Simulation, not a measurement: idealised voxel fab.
The following process module bears the name voxel fin reveal.
Square cells of 5 nm make up the cross-section cut, whose width is 160 nm.
Throughout this document, each cross-section is represented as a grid of square cells and is presented as a sequence of bands enumerated from the top downward, where a band comprises one or more rows of cells.
A band entry consists of two parts. The first gives the height of the band's top and the height of its bottom, in nm. The rest lists the band's materials from left to right, each with its width in nm. A single material labelled with the word "everywhere" fills the band from edge to edge, and the word "empty" marks empty space.
We count height from 0. Below that, the starting wafer is all one material. The lowest band never ends at the bottom but goes on down; see "0 and below" for how that is written.
The expression "30->40" gives the width at the extremes of the band, the first number at its top row of cells and the second at its bottom row, with the width changing by equal amounts from each row to the next in between.
The designation "nothing got changed", where it is given for a processing step, indicates that no cell of the cross-section was altered in the course of that step.
Voids not open to the top, 8 cells minimum: see "Closed empty spaces". Written width x height at distance; distance is from the left edge; nm.
Where a step's line continues beyond its settings, the continuation is a remark by the simulator itself on that step.
The optional step-line setting "overlay nm" applies to steps with a mask and quantifies how far to the right of its planned location the mask lay, a negative value indicating leftward placement.
What follows is a series of pairs. Each pair shows a cross-section before one process step and the cross-section after it, and the after view is drawn only down to the lowest band that changed. Beneath each pair is the step that lies between the two, with its settings. Pairs may come from different runs of this module on the same starting wafer, so a pair continues from the one above it only where its entry headed "Before this step" says so.
Before this step:
    10 down to 0  SiN: 30  empty: 15  SiN: 25  empty: 15  SiN: 25  empty: 15  SiN: 35
    0 down to -15  Si: 30  empty: 15  Si: 25  empty: 15  Si: 25  empty: 15  Si: 35
    -15 down to -30  Si: 30  SiO2: 15  Si: 25  SiO2: 15  Si: 25  SiO2: 15  Si: 35
    -30 and below  Si everywhere
    Closed empty spaces: none
Step Result:
    0 down to -15  Si: 30  empty: 15  Si: 25  empty: 15  Si: 25  empty: 15  Si: 35
    Below -15, the layers are the same as they were.
    Closed empty spaces: none
Between the two cross-sections above, the process step reads STRIP [etch materials SiN]
Before this step: Please consult the pair immediately above; the cross-section it shows after its step is the state before this step.
Step Result:
    5 down to 0  HfO2: 35  empty: 5  HfO2: 35  empty: 5  HfO2: 35  empty: 5  HfO2: 40
    0 down to -10  Si: 30  HfO2: 5  empty: 5  HfO2: 5  Si: 25  HfO2: 5  empty: 5  HfO2: 5  Si: 25  HfO2: 5  empty: 5  HfO2: 5  Si: 35
    -10 down to -15  Si: 30  HfO2: 15  Si: 25  HfO2: 15  Si: 25  HfO2: 15  Si: 35
    Below -15, the layers are the same as they were.
    Closed empty spaces: none
Between the two cross-sections above, the process step reads CONFORMAL_DEP [material HfO2] [thk nm 5]
